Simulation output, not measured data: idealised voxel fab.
The process module that follows is named voxel released beams.
Xsec cut, 150 nm wide, square cell size 5 nm.
We lay out every cross-section as a grid of square cells and spell it out in bands from the top down, where one band means one or more rows of cells. A band entry consists of two parts. The first gives the height of the band's top and the height of its bottom, in nm. The rest lists the band's materials from left to right, each with its width in nm. A single material labelled with the word "throughout" fills the band from edge to edge, and the word "air" marks empty space. The level at which height equals 0 is the one under which the wafer, as it arrives, is entirely one material. No lower edge exists for the bottom band, which continues downward and is notated as in "0 down". Think of "30 to 40" as a width that walks from the first number to the second as you go down the band, top row to bottom row, taking equal-sized steps from row to row. Where the words "nothing different" appear for a step, the cross-section shows no cell changed by that step; every cell remained as before. What "Sealed cavities" gives you is every empty space of 8 cells or more that is cut off from the top. Each appears as width x height at distance, with the distance taken from the left edge and width, height and distance all in nm. Formally, on a step line, whatever follows the settings is a remark that the simulator itself makes on the step. When a step includes a mask, the "overlay nm" setting on its line states how far to the right of its planned place that mask lay, and negative values state how far to the left. From here on the document is pairs. In a pair, the cross-section before one process step comes with the cross-section after it, and the latter goes no deeper than the lowest band that changed. What lies in between, the step and its settings, is written under the pair. A pair may be from a different run of this module on the same starting wafer than the pair above it, so it continues from that pair only where its entry headed "Pre-step" says so.
# Pre-step
  0 down  Si throughout
  Sealed cavities: none
# Step Result
  10 to 0  SiN throughout
  Note: structure below 0 unchanged.
  Sealed cavities: none
Quick note on the step between the two cross-sections above: CONFORMAL_DEP, material SiN, thk nm 10
Pre-step: as in the pair right above, post-step view.
# Step Result
  30 to 10  SiO2 throughout
  Note: structure below 10 unchanged.
  Sealed cavities: none
Quick note on the step between the two cross-sections above: DIRECTIONAL_DEP, material SiO2, thk nm 20
Pre-step: as in the pair right above, post-step view.
# Step Result
  45 to 30  aC throughout
  Note: structure below 30 unchanged.
  Sealed cavities: none
Quick note on the step between the two cross-sections above: DIRECTIONAL_DEP, material aC, thk nm 15
Pre-step: as in the pair right above, post-step view.
# Step Result
  75 to 45  resist 35, then air 25, then resist 90
  Note: structure below 45 unchanged.
  Sealed cavities: none
Quick note on the step between the two cross-sections above: PATTERN, tone open, mask id ANCHOR, material resist, width nm 25, thk nm 30, overlay nm 0
Pre-step: as in the pair right above, post-step view.
# Step Result
  60 to 45  resist 35, then air 25, then resist 90
  45 to 30  aC 35, then air 25, then aC 90
  Note: structure below 30 unchanged.
  Sealed cavities: none
Quick note on the step between the two cross-sections above: DIRECTIONAL_ETCH, etch materials aC, depth nm 15
Pre-step: as in the pair right above, post-step view.
# Step Result
  45 to 30  aC 35, then air 25, then aC 90
  Note: structure below 30 unchanged.
  Sealed cavities: none
Quick note on the step between the two cross-sections above: STRIP, etch materials resist
Pre-step: as in the pair right above, post-step view.
# Step Result
  45 to 30  aC 35, then air 25, then aC 90
  30 to 10  SiO2 35, then air 25, then SiO2 90
  Note: structure below 10 unchanged.
  Sealed cavities: none
Quick note on the step between the two cross-sections above: DIRECTIONAL_ETCH, etch materials SiO2, depth nm 20
Pre-step: as in the pair right above, post-step view.
# Step Result
  30 to 10  SiO2 35, then air 25, then SiO2 90
  Note: structure below 10 unchanged.
  Sealed cavities: none
Quick note on the step between the two cross-sections above: STRIP, etch materials aC
Pre-step: as in the pair right above, post-step view.
# Step Result
  40 to 30  TiN 45, then air 5, then TiN 100
  30 to 20  SiO2 35, then TiN 10, then air 5, then TiN 10, then SiO2 90
  20 to 10  SiO2 35, then TiN 25, then SiO2 90
  Note: structure below 10 unchanged.
  Sealed cavities: none
Quick note on the step between the two cross-sections above: CONFORMAL_DEP, material TiN, thk nm 10
Pre-step: as in the pair right above, post-step view.
# Step Result
  40 to 30  air 30, then TiN 15, then air 5, then TiN 65, then air 35
  Note: structure below 30 unchanged.
  Sealed cavities: none
Quick note on the step between the two cross-sections above: MASKED_ETCH, tone cover, mask id BEAM, width nm 85, etch materials TiN, depth nm 10, overlay nm 0
Pre-step: as in the pair right above, post-step view.
# Step Result
  40 to 30  air 30, then TiN 15, then air 5, then TiN 65, then air 35
  30 to 20  air 35, then TiN 10, then air 5, then TiN 10, then air 90
  20 to 10  air 35, then TiN 25, then air 90
  Note: structure below 10 unchanged.
  Sealed cavities: none
Quick note on the step between the two cross-sections above: STRIP, etch materials SiO2
# Pre-step
  0 down  Si throughout
  Sealed cavities: none
# Step Result
  20 to 0  SiO2 throughout
  Note: structure below 0 unchanged.
  Sealed cavities: none
Quick note on the step between the two cross-sections above: DIRECTIONAL_DEP, material SiO2, thk nm 20
Pre-step: as in the pair right above, post-step view.
# Step Result
  35 to 20  aC throughout
  Note: structure below 20 unchanged.
  Sealed cavities: none
Quick note on the step between the two cross-sections above: DIRECTIONAL_DEP, material aC, thk nm 15
Pre-step: as in the pair right above, post-step view.
# Step Result
  65 to 35  resist 35, then air 25, then resist 90
  Note: structure below 35 unchanged.
  Sealed cavities: none
Quick note on the step between the two cross-sections above: PATTERN, tone open, mask id ANCHOR, material resist, width nm 25, thk nm 30, overlay nm 0
Pre-step: as in the pair right above, post-step view.
# Step Result
  50 to 35  resist 35, then air 25, then resist 90
  35 to 20  aC 35, then air 25, then aC 90
  Note: structure below 20 unchanged.
  Sealed cavities: none
Quick note on the step between the two cross-sections above: DIRECTIONAL_ETCH, etch materials aC, depth nm 15
Pre-step: as in the pair right above, post-step view.
# Step Result
  35 to 20  aC 35, then air 25, then aC 90
  Note: structure below 20 unchanged.
  Sealed cavities: none
Quick note on the step between the two cross-sections above: STRIP, etch materials resist
Pre-step: as in the pair right above, post-step view.
# Step Result
  35 to 20  aC 35, then air 25, then aC 90
  20 to 0  SiO2 35, then air 25, then SiO2 90
  Note: structure below 0 unchanged.
  Sealed cavities: none
Quick note on the step between the two cross-sections above: DIRECTIONAL_ETCH, etch materials SiO2, depth nm 20
Pre-step: as in the pair right above, post-step view.
# Step Result
  20 to 0  SiO2 35, then air 25, then SiO2 90
  Note: structure below 0 unchanged.
  Sealed cavities: none
Quick note on the step between the two cross-sections above: STRIP, etch materials aC
Pre-step: as in the pair right above, post-step view.
# Step Result
  30 to 20  TiN 45, then air 5, then TiN 100
  20 to 10  SiO2 35, then TiN 10, then air 5, then TiN 10, then SiO2 90
  10 to 0  SiO2 35, then TiN 25, then SiO2 90
  Note: structure below 0 unchanged.
  Sealed cavities: none
Quick note on the step between the two cross-sections above: CONFORMAL_DEP, material TiN, thk nm 10
Pre-step: as in the pair right above, post-step view.
# Step Result
  30 to 20  air 30, then TiN 15, then air 5, then TiN 65, then air 35
  Note: structure below 20 unchanged.
  Sealed cavities: none
Quick note on the step between the two cross-sections above: MASKED_ETCH, tone cover, mask id BEAM, width nm 85, etch materials TiN, depth nm 10, overlay nm 0
Pre-step: as in the pair right above, post-step view.
# Step Result
  30 to 20  air 30, then TiN 15, then air 5, then TiN 65, then air 35
  20 to 10  air 35, then TiN 10, then air 5, then TiN 10, then air 90
  10 to 0  air 35, then TiN 25, then air 90
  Note: structure below 0 unchanged.
  Sealed cavities: none
Quick note on the step between the two cross-sections above: STRIP, etch materials SiO2
# Pre-step
  20 to 0  SiO2 throughout
  0 down  Si throughout
  Sealed cavities: none
# Step Result
  30 to 20  SiN throughout
  Note: structure below 20 unchanged.
  Sealed cavities: none
Quick note on the step between the two cross-sections above: CONFORMAL_DEP, material SiN, thk nm 10
Pre-step: as in the pair right above, post-step view.
# Step Result
  45 to 30  aC throughout
  Note: structure below 30 unchanged.
  Sealed cavities: none
Quick note on the step between the two cross-sections above: DIRECTIONAL_DEP, material aC, thk nm 15
Pre-step: as in the pair right above, post-step view.
# Step Result
  75 to 45  resist 35, then air 25, then resist 90
  Note: structure below 45 unchanged.
  Sealed cavities: none
Quick note on the step between the two cross-sections above: PATTERN, tone open, mask id ANCHOR, material resist, width nm 25, thk nm 30, overlay nm 0
Pre-step: as in the pair right above, post-step view.
# Step Result
  60 to 45  resist 35, then air 25, then resist 90
  45 to 30  aC 35, then air 25, then aC 90
  Note: structure below 30 unchanged.
  Sealed cavities: none
Quick note on the step between the two cross-sections above: DIRECTIONAL_ETCH, etch materials aC, depth nm 15
Pre-step: as in the pair right above, post-step view.
# Step Result
  45 to 30  aC 35, then air 25, then aC 90
  Note: structure below 30 unchanged.
  Sealed cavities: none
Quick note on the step between the two cross-sections above: STRIP, etch materials resist
Pre-step: as in the pair right above, post-step view.
# Step Result
  30 to 20  SiN throughout
  Note: structure below 20 unchanged.
  Sealed cavities: none
Quick note on the step between the two cross-sections above: STRIP, etch materials aC
Pre-step: as in the pair right above, post-step view.
# Step Result
  40 to 30  TiN throughout
  Note: structure below 30 unchanged.
  Sealed cavities: none
Quick note on the step between the two cross-sections above: CONFORMAL_DEP, material TiN, thk nm 10
Pre-step: as in the pair right above, post-step view.
# Step Result
  40 to 30  air 30, then TiN 85, then air 35
  Note: structure below 30 unchanged.
  Sealed cavities: none
Quick note on the step between the two cross-sections above: MASKED_ETCH, tone cover, mask id BEAM, width nm 85, etch materials TiN, depth nm 10, overlay nm 0
# Pre-step
  30 to 10  SiO2 35, then air 25, then SiO2 90
  10 to 0  SiN throughout
  0 down  Si throughout
  Sealed cavities: none
# Step Result
  35 to 30  TiN 40, then air 15, then TiN 95
  30 to 15  SiO2 35, then TiN 5, then air 15, then TiN 5, then SiO2 90
  15 to 10  SiO2 35, then TiN 25, then SiO2 90
  Note: structure below 10 unchanged.
  Sealed cavities: none
Quick note on the step between the two cross-sections above: CONFORMAL_DEP, material TiN, thk nm 5
Pre-step: as in the pair right above, post-step view.
# Step Result
  35 to 30  air 30, then TiN 10, then air 15, then TiN 60, then air 35
  Note: structure below 30 unchanged.
  Sealed cavities: none
Quick note on the step between the two cross-sections above: MASKED_ETCH, tone cover, mask id BEAM, width nm 85, etch materials TiN, depth nm 10, overlay nm 0
Pre-step: as in the pair right above, post-step view.
# Step Result
  35 to 30  air 30, then TiN 10, then air 15, then TiN 60, then air 35
  30 to 15  air 35, then TiN 5, then air 15, then TiN 5, then air 90
  15 to 10  air 35, then TiN 25, then air 90
  Note: structure below 10 unchanged.
  Sealed cavities: none
Quick note on the step between the two cross-sections above: STRIP, etch materials SiO2
# Pre-step
  40 to 30  TiN 45, then air 5, then TiN 100
  30 to 20  SiO2 35, then TiN 10, then air 5, then TiN 10, then SiO2 90
  20 to 10  SiO2 35, then TiN 25, then SiO2 90
  10 to 0  SiN throughout
  0 down  Si throughout
  Sealed cavities: none
# Step Result
  40 to 30  air 35, then TiN 10, then air 5, then TiN 65, then air 35
  Note: structure below 30 unchanged.
  Sealed cavities: none
Quick note on the step between the two cross-sections above: MASKED_ETCH, tone cover, mask id BEAM, width nm 80, etch materials TiN, depth nm 10, overlay nm 0
Pre-step: as in the pair right above, post-step view.
# Step Result
  40 to 30  air 35, then TiN 10, then air 5, then TiN 65, then air 35
  30 to 20  air 35, then TiN 10, then air 5, then TiN 10, then air 90
  20 to 10  air 35, then TiN 25, then air 90
  Note: structure below 10 unchanged.
  Sealed cavities: none
Quick note on the step between the two cross-sections above: STRIP, etch materials SiO2
# Pre-step
  40 to 30  TiN 45, then air 5, then TiN 100
  30 to 20  SiO2 35, then TiN 10, then air 5, then TiN 10, then SiO2 90
  20 to 10  SiO2 35, then TiN 25, then SiO2 90
  10 to 0  SiN throughout
  0 down  Si throughout
  Sealed cavities: none
# Step Result
  40 to 30  air 25, then TiN 20, then air 5, then TiN 60, then air 40
  Note: structure below 30 unchanged.
  Sealed cavities: none
Quick note on the step between the two cross-sections above: MASKED_ETCH, tone cover, mask id BEAM, width nm 85, etch materials TiN, depth nm 10, overlay nm -5
Pre-step: as in the pair right above, post-step view.
# Step Result
  40 to 30  air 25, then TiN 20, then air 5, then TiN 60, then air 40
  30 to 20  air 35, then TiN 10, then air 5, then TiN 10, then air 90
  20 to 10  air 35, then TiN 25, then air 90
  Note: structure below 10 unchanged.
  Sealed cavities: none
Quick note on the step between the two cross-sections above: STRIP, etch materials SiO2
# Pre-step
  30 to 10  SiO2 throughout
  10 to 0  SiN throughout
  0 down  Si throughout
  Sealed cavities: none
# Step Result
  45 to 30  TiN throughout
  Note: structure below 30 unchanged.
  Sealed cavities: none
Quick note on the step between the two cross-sections above: DIRECTIONAL_DEP, material TiN, thk nm 15
Pre-step: as in the pair right above, post-step view.
# Step Result
  75 to 45  resist 35, then air 25, then resist 90
  Note: structure below 45 unchanged.
  Sealed cavities: none
Quick note on the step between the two cross-sections above: PATTERN, tone open, mask id ANCHOR, material resist, width nm 25, thk nm 30, overlay nm 0
Pre-step: as in the pair right above, post-step view.
# Step Result
  60 to 45  resist 35, then air 25, then resist 90
  Note: structure below 45 unchanged.
  Sealed cavities: none
Quick note on the step between the two cross-sections above: DIRECTIONAL_ETCH, etch materials aC, depth nm 15
Pre-step: as in the pair right above, post-step view.
# Step Result
  45 to 30  TiN throughout
  Note: structure below 30 unchanged.
  Sealed cavities: none
Quick note on the step between the two cross-sections above: STRIP, etch materials resist
Pre-step: as in the pair right above, post-step view.
# Step Result
  55 to 30  TiN throughout
  Note: structure below 30 unchanged.
  Sealed cavities: none
Quick note on the step between the two cross-sections above: CONFORMAL_DEP, material TiN, thk nm 10
Pre-step: as in the pair right above, post-step view.
# Step Result
  55 to 45  air 30, then TiN 85, then air 35
  Note: structure below 45 unchanged.
  Sealed cavities: none
Quick note on the step between the two cross-sections above: MASKED_ETCH, tone cover, mask id BEAM, width nm 85, etch materials TiN, depth nm 10, overlay nm 0
# Pre-step
  40 to 30  TiN 45, then air 5, then TiN 100
  30 to 20  SiO2 35, then TiN 10, then air 5, then TiN 10, then SiO2 90
  20 to 10  SiO2 35, then TiN 25, then SiO2 90
  10 to 0  SiN throughout
  0 down  Si throughout
  Sealed cavities: none
# Step Result
  40 to 30  TiN 30, then air 85, then TiN 35
  30 to 10  SiO2 35, then TiN 10, then air 5, then TiN 10, then SiO2 90
  Note: structure below 10 unchanged.
  Sealed cavities: none
Quick note on the step between the two cross-sections above: MASKED_ETCH, tone open, mask id BEAM, width nm 85, etch materials TiN, depth nm 10, overlay nm 0
Pre-step: as in the pair right above, post-step view.
# Step Result
  30 to 10  air 35, then TiN 10, then air 5, then TiN 10, then air 90
  Note: structure below 10 unchanged.
  Sealed cavities: none
Quick note on the step between the two cross-sections above: STRIP, etch materials SiO2
